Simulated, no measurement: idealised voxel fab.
Presented below is a process module, voxel spacer lines.
Cross-section cut: width 285 nm, square cells of 5 nm.
The cross-sections in this document take the form of a grid made of square cells. They are written out as bands, in order from top to bottom. Each band consists of one or more rows of cells.
Each band's line starts with the height of the band's top and of its bottom, in nm. Then come its materials from left to right, each with its width in nm. One material with "all across" fills the band from edge to edge. "air" is empty space.
It should be noted that heights are counted from 0, beneath which the wafer as supplied is of one material throughout, and that the lowest band possesses no lower boundary but continues downward, as written in "top 0, no bottom".
Width: "30..40" (first number = top row, second number = bottom row, same change from row to row of cells).
"nothing was modified" for a step: no cell of the cross-section changed in that step.
"Sealed cavities" contains a list of empty spaces, each no smaller than 8 cells and without an open way to the top, written in the form width x height at distance with the distance from the left edge and all three in nm.
Anything after a step's settings on that line? It's the simulator's own note about the step.
The optional step-line setting "overlay nm" applies to steps with a mask and quantifies how far to the right of its planned location the mask lay, a negative value indicating leftward placement.

[The following list gives the planned process steps]
1: op RECEIVE | material Si
2: op CONFORMAL_DEP | material Al2O3 | thk nm 10
3: op DIRECTIONAL_DEP | material W | thk nm 10
4: op DIRECTIONAL_DEP | material polySi | thk nm 30
5: op PATTERN | tone cover | mask id MANDREL | material resist | width nm 20 | pitch nm 60 | thk nm 40 | overlay nm 0
6: op DIRECTIONAL_ETCH | etch materials polySi | depth nm 30
7: op STRIP | etch materials resist
8: op CONFORMAL_DEP | material SiO2 | thk nm 10
9: op DIRECTIONAL_ETCH | etch materials SiO2 | depth nm 10
10: op STRIP | etch materials polySi
11: op DIRECTIONAL_ETCH | etch materials W | depth nm 10
12: op STRIP | etch materials SiO2

[Delivered wafer in cross-section: state after step 1]
> top 0, no bottom: Si all across
> Sealed cavities: none

[Post-module cross-section: identical start and plan to those above, one misstep in execution]
> top 20, bottom 10: 95 nm air, 5 nm W, 20 nm air, 5 nm W, 30 nm air, 5 nm W, 20 nm air, 5 nm W, 100 nm air
> top 10, bottom 0: Al2O3 all across
> top 0, no bottom: Si all across
> Sealed cavities: none
What was the processing mistake? heads up, step 8 didn't go per plan, it actually ran as op CONFORMAL_DEP | material SiO2 | thk nm 5
